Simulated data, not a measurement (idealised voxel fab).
This is a process module. Its name is voxel gate over fins.
Displayed cross-section: cut, width of 170 nm, square cells sized 5 nm.
Heads up, the way a cross-section reads in here is a grid of square cells, handed over as bands from the top down, with every band being one or more rows of cells.
Heads up on the band format: heights come first, top then bottom, in nm. After that it's the materials left to right, each with its width in nm. A single material flagged "throughout" fills the whole band edge to edge, and "air" means there's empty space there.
Heights are expressed relative to 0, this being the level below which the as-received wafer comprises one material exclusively. The lowest band is unbounded in the downward direction and is denoted as in "0..down".
Per-row width for "30->40": begins at first number (top row of band), ends at second number (bottom row), increment between rows held constant.
For the purposes of this document, the phrase "everything unchanged" attached to a step denotes that no cell within the cross-section was modified by that step.
Enclosed voids (no open way to top), threshold 8 cells or more, entry "Fully sealed voids", notation width x height at distance, distance from left edge, nm.
What comes after the settings on a step's line is commentary from the simulator itself on that step.
overlay nm: mask offset rightward from planned place, masked step; negative means leftward offset.
STEPS IN THE PROCESS PLAN
| 1 | RECEIVE [material Si] |
| 2 | CONFORMAL_DEP [material SiN] [thk nm 10] |
| 3 | DIRECTIONAL_DEP [material aC] [thk nm 15] |
| 4 | PATTERN [tone cover] [mask id FINS] [material resist] [width nm 15] [pitch nm 35] [thk nm 30] [overlay nm 0] |
| 5 | DIRECTIONAL_ETCH [etch materials aC] [depth nm 15] |
| 6 | STRIP [etch materials resist] |
| 7 | DIRECTIONAL_ETCH [etch materials SiN] [depth nm 10] |
| 8 | DIRECTIONAL_ETCH [etch materials Si] [depth nm 40] |
| 9 | STRIP [etch materials aC] |
| 10 | OXIDIZE [depth nm 5] |
| 11 | FILL_DEP [material SiO2] [thk nm 15] |
| 12 | CMP [height nm 10] |
| 13 | SELECTIVE_ETCH [etch materials SiO2] [depth nm 25] |
| 14 | STRIP [etch materials SiN] |
| 15 | CONFORMAL_DEP [material HfO2] [thk nm 5] |
| 16 | CONFORMAL_DEP [material TiN] [thk nm 5] |
| 17 | CONFORMAL_DEP [material TiAl] [thk nm 5] |
| 18 | CONFORMAL_DEP [material TiN] [thk nm 5] |
| 19 | FILL_DEP [material W] [thk nm 15] |
| 20 | CMP [height nm 30] |
| 21 | CONFORMAL_DEP [material SiCN] [thk nm 5] |
SO, THE FIRST OF OUR TWO WAFERS, RUN JUST AS WE PLANNED IT
DELIVERED WAFER IN CROSS-SECTION: STATE AFTER STEP 1
0..down: Si throughout
Fully sealed voids: none
ONCE STEP 2 IS THROUGH, THE WAFER LOOKS LIKE THIS IN CROSS-SECTION
10..0: SiN throughout
Under the height 0 nothing was changed.
ONCE STEP 3 IS THROUGH, THE WAFER LOOKS LIKE THIS IN CROSS-SECTION
25..10: aC throughout
Under the height 10 nothing was changed.
ONCE STEP 4 IS THROUGH, THE WAFER LOOKS LIKE THIS IN CROSS-SECTION
55..25: 25 air | 15 resist | 20 air | 15 resist | 20 air | 15 resist | 20 air | 15 resist | 25 air
Under the height 25 nothing was changed.
ONCE STEP 5 IS THROUGH, THE WAFER LOOKS LIKE THIS IN CROSS-SECTION
40..25: 25 air | 15 resist | 20 air | 15 resist | 20 air | 15 resist | 20 air | 15 resist | 25 air
25..10: 25 air | 15 aC | 20 air | 15 aC | 20 air | 15 aC | 20 air | 15 aC | 25 air
Under the height 10 nothing was changed.
ONCE STEP 6 IS THROUGH, THE WAFER LOOKS LIKE THIS IN CROSS-SECTION
25..10: 25 air | 15 aC | 20 air | 15 aC | 20 air | 15 aC | 20 air | 15 aC | 25 air
Under the height 10 nothing was changed.
ONCE STEP 7 IS THROUGH, THE WAFER LOOKS LIKE THIS IN CROSS-SECTION
25..10: 25 air | 15 aC | 20 air | 15 aC | 20 air | 15 aC | 20 air | 15 aC | 25 air
10..0: 25 air | 15 SiN | 20 air | 15 SiN | 20 air | 15 SiN | 20 air | 15 SiN | 25 air
Under the height 0 nothing was changed.
ONCE STEP 8 IS THROUGH, THE WAFER LOOKS LIKE THIS IN CROSS-SECTION
25..10: 25 air | 15 aC | 20 air | 15 aC | 20 air | 15 aC | 20 air | 15 aC | 25 air
10..0: 25 air | 15 SiN | 20 air | 15 SiN | 20 air | 15 SiN | 20 air | 15 SiN | 25 air
0..-40: 25 air | 15 Si | 20 air | 15 Si | 20 air | 15 Si | 20 air | 15 Si | 25 air
Under the height -40 nothing was changed.
ONCE STEP 9 IS THROUGH, THE WAFER LOOKS LIKE THIS IN CROSS-SECTION
10..0: 25 air | 15 SiN | 20 air | 15 SiN | 20 air | 15 SiN | 20 air | 15 SiN | 25 air
Under the height 0 nothing was changed.
ONCE STEP 10 IS THROUGH, THE WAFER LOOKS LIKE THIS IN CROSS-SECTION
10..0: 25 air | 15 SiN | 20 air | 15 SiN | 20 air | 15 SiN | 20 air | 15 SiN | 25 air
0..-40: 25 air | 5 SiO2 | 5 Si | 5 SiO2 | 20 air | 5 SiO2 | 5 Si | 5 SiO2 | 20 air | 5 SiO2 | 5 Si | 5 SiO2 | 20 air | 5 SiO2 | 5 Si | 5 SiO2 | 25 air
-40..-45: 30 SiO2 | 5 Si | 30 SiO2 | 5 Si | 30 SiO2 | 5 Si | 30 SiO2 | 5 Si | 30 SiO2
Under the height -45 nothing was changed.
ONCE STEP 11 IS THROUGH, THE WAFER LOOKS LIKE THIS IN CROSS-SECTION
25..10: SiO2 throughout
10..0: 25 SiO2 | 15 SiN | 20 SiO2 | 15 SiN | 20 SiO2 | 15 SiN | 20 SiO2 | 15 SiN | 25 SiO2
0..-45: 30 SiO2 | 5 Si | 30 SiO2 | 5 Si | 30 SiO2 | 5 Si | 30 SiO2 | 5 Si | 30 SiO2
Under the height -45 nothing was changed.
ONCE STEP 12 IS THROUGH, THE WAFER LOOKS LIKE THIS IN CROSS-SECTION
10..0: 25 SiO2 | 15 SiN | 20 SiO2 | 15 SiN | 20 SiO2 | 15 SiN | 20 SiO2 | 15 SiN | 25 SiO2
Under the height 0 nothing was changed.
ONCE STEP 13 IS THROUGH, THE WAFER LOOKS LIKE THIS IN CROSS-SECTION
10..0: 25 air | 15 SiN | 20 air | 15 SiN | 20 air | 15 SiN | 20 air | 15 SiN | 25 air
0..-15: 30 air | 5 Si | 30 air | 5 Si | 30 air | 5 Si | 30 air | 5 Si | 30 air
Under the height -15 nothing was changed.
ONCE STEP 14 IS THROUGH, THE WAFER LOOKS LIKE THIS IN CROSS-SECTION
0..-15: 30 air | 5 Si | 30 air | 5 Si | 30 air | 5 Si | 30 air | 5 Si | 30 air
Under the height -15 nothing was changed.
ONCE STEP 15 IS THROUGH, THE WAFER LOOKS LIKE THIS IN CROSS-SECTION
5..0: 25 air | 15 HfO2 | 20 air | 15 HfO2 | 20 air | 15 HfO2 | 20 air | 15 HfO2 | 25 air
0..-10: 25 air | 5 HfO2 | 5 Si | 5 HfO2 | 20 air | 5 HfO2 | 5 Si | 5 HfO2 | 20 air | 5 HfO2 | 5 Si | 5 HfO2 | 20 air | 5 HfO2 | 5 Si | 5 HfO2 | 25 air
-10..-15: 30 HfO2 | 5 Si | 30 HfO2 | 5 Si | 30 HfO2 | 5 Si | 30 HfO2 | 5 Si | 30 HfO2
Under the height -15 nothing was changed.
ONCE STEP 16 IS THROUGH, THE WAFER LOOKS LIKE THIS IN CROSS-SECTION
10..5: 20 air | 25 TiN | 10 air | 25 TiN | 10 air | 25 TiN | 10 air | 25 TiN | 20 air
5..0: 20 air | 5 TiN | 15 HfO2 | 5 TiN | 10 air | 5 TiN | 15 HfO2 | 5 TiN | 10 air | 5 TiN | 15 HfO2 | 5 TiN | 10 air | 5 TiN | 15 HfO2 | 5 TiN | 20 air
0..-5: 20 air | 5 TiN | 5 HfO2 | 5 Si | 5 HfO2 | 5 TiN | 10 air | 5 TiN | 5 HfO2 | 5 Si | 5 HfO2 | 5 TiN | 10 air | 5 TiN | 5 HfO2 | 5 Si | 5 HfO2 | 5 TiN | 10 air | 5 TiN | 5 HfO2 | 5 Si | 5 HfO2 | 5 TiN | 20 air
-5..-10: 25 TiN | 5 HfO2 | 5 Si | 5 HfO2 | 20 TiN | 5 HfO2 | 5 Si | 5 HfO2 | 20 TiN | 5 HfO2 | 5 Si | 5 HfO2 | 20 TiN | 5 HfO2 | 5 Si | 5 HfO2 | 25 TiN
Under the height -10 nothing was changed.
ONCE STEP 17 IS THROUGH, THE WAFER LOOKS LIKE THIS IN CROSS-SECTION
15..10: 15 air | 140 TiAl | 15 air
10..5: 15 air | 5 TiAl | 25 TiN | 10 TiAl | 25 TiN | 10 TiAl | 25 TiN | 10 TiAl | 25 TiN | 5 TiAl | 15 air
5..0: 15 air | 5 TiAl | 5 TiN | 15 HfO2 | 5 TiN | 10 TiAl | 5 TiN | 15 HfO2 | 5 TiN | 10 TiAl | 5 TiN | 15 HfO2 | 5 TiN | 10 TiAl | 5 TiN | 15 HfO2 | 5 TiN | 5 TiAl | 15 air
0..-5: 20 TiAl | 5 TiN | 5 HfO2 | 5 Si | 5 HfO2 | 5 TiN | 10 TiAl | 5 TiN | 5 HfO2 | 5 Si | 5 HfO2 | 5 TiN | 10 TiAl | 5 TiN | 5 HfO2 | 5 Si | 5 HfO2 | 5 TiN | 10 TiAl | 5 TiN | 5 HfO2 | 5 Si | 5 HfO2 | 5 TiN | 20 TiAl
Under the height -5 nothing was changed.
ONCE STEP 18 IS THROUGH, THE WAFER LOOKS LIKE THIS IN CROSS-SECTION
20..15: 10 air | 150 TiN | 10 air
15..10: 10 air | 5 TiN | 140 TiAl | 5 TiN | 10 air
10..5: 10 air | 5 TiN | 5 TiAl | 25 TiN | 10 TiAl | 25 TiN | 10 TiAl | 25 TiN | 10 TiAl | 25 TiN | 5 TiAl | 5 TiN | 10 air
5..0: 15 TiN | 5 TiAl | 5 TiN | 15 HfO2 | 5 TiN | 10 TiAl | 5 TiN | 15 HfO2 | 5 TiN | 10 TiAl | 5 TiN | 15 HfO2 | 5 TiN | 10 TiAl | 5 TiN | 15 HfO2 | 5 TiN | 5 TiAl | 15 TiN
Under the height 0 nothing was changed.
ONCE STEP 19 IS THROUGH, THE WAFER LOOKS LIKE THIS IN CROSS-SECTION
35..20: W throughout
20..15: 10 W | 150 TiN | 10 W
15..10: 10 W | 5 TiN | 140 TiAl | 5 TiN | 10 W
10..5: 10 W | 5 TiN | 5 TiAl | 25 TiN | 10 TiAl | 25 TiN | 10 TiAl | 25 TiN | 10 TiAl | 25 TiN | 5 TiAl | 5 TiN | 10 W
Under the height 5 nothing was changed.
ONCE STEP 20 IS THROUGH, THE WAFER LOOKS LIKE THIS IN CROSS-SECTION
30..20: W throughout
Under the height 20 nothing was changed.
ONCE STEP 21 IS THROUGH, THE WAFER LOOKS LIKE THIS IN CROSS-SECTION
35..30: SiCN throughout
Under the height 30 nothing was changed.
WAFER TWO. IDENTICAL START, IDENTICAL PLAN. ONE MISTAKE IN EXECUTION. IDENTICAL HISTORY THROUGH STEP 16
CROSS-SECTION, SECOND WAFER, AT THE END TIME THE PLAN GIVES FOR STEP 17
25..10: 5 air | 160 TiAl | 5 air
10..5: 20 TiAl | 25 TiN | 10 TiAl | 25 TiN | 10 TiAl | 25 TiN | 10 TiAl | 25 TiN | 20 TiAl
5..0: 20 TiAl | 5 TiN | 15 HfO2 | 5 TiN | 10 TiAl | 5 TiN | 15 HfO2 | 5 TiN | 10 TiAl | 5 TiN | 15 HfO2 | 5 TiN | 10 TiAl | 5 TiN | 15 HfO2 | 5 TiN | 20 TiAl
0..-5: 20 TiAl | 5 TiN | 5 HfO2 | 5 Si | 5 HfO2 | 5 TiN | 10 TiAl | 5 TiN | 5 HfO2 | 5 Si | 5 HfO2 | 5 TiN | 10 TiAl | 5 TiN | 5 HfO2 | 5 Si | 5 HfO2 | 5 TiN | 10 TiAl | 5 TiN | 5 HfO2 | 5 Si | 5 HfO2 | 5 TiN | 20 TiAl
Under the height -5 nothing was changed.
CROSS-SECTION, SECOND WAFER, AT THE END TIME THE PLAN GIVES FOR STEP 18
30..25: TiN throughout
25..10: 5 TiN | 160 TiAl | 5 TiN
Under the height 10 nothing was changed.
CROSS-SECTION, SECOND WAFER, AT THE END TIME THE PLAN GIVES FOR STEP 19
45..30: W throughout
Under the height 30 nothing was changed.
CROSS-SECTION, SECOND WAFER, AT THE END TIME THE PLAN GIVES FOR STEP 20
30..25: TiN throughout
Under the height 25 nothing was changed.
CROSS-SECTION, SECOND WAFER, AT THE END TIME THE PLAN GIVES FOR STEP 21
35..30: SiCN throughout
Under the height 30 nothing was changed.
Finding, execution versus plan: step 17 was run on a setting that differed from the plan, and what really ran there is CONFORMAL_DEP [material TiAl] [thk nm 15]
Counted in cells at the end, the second wafer holds more or fewer of these materials than the first: TiAl: 80 more | W: 80 fewer
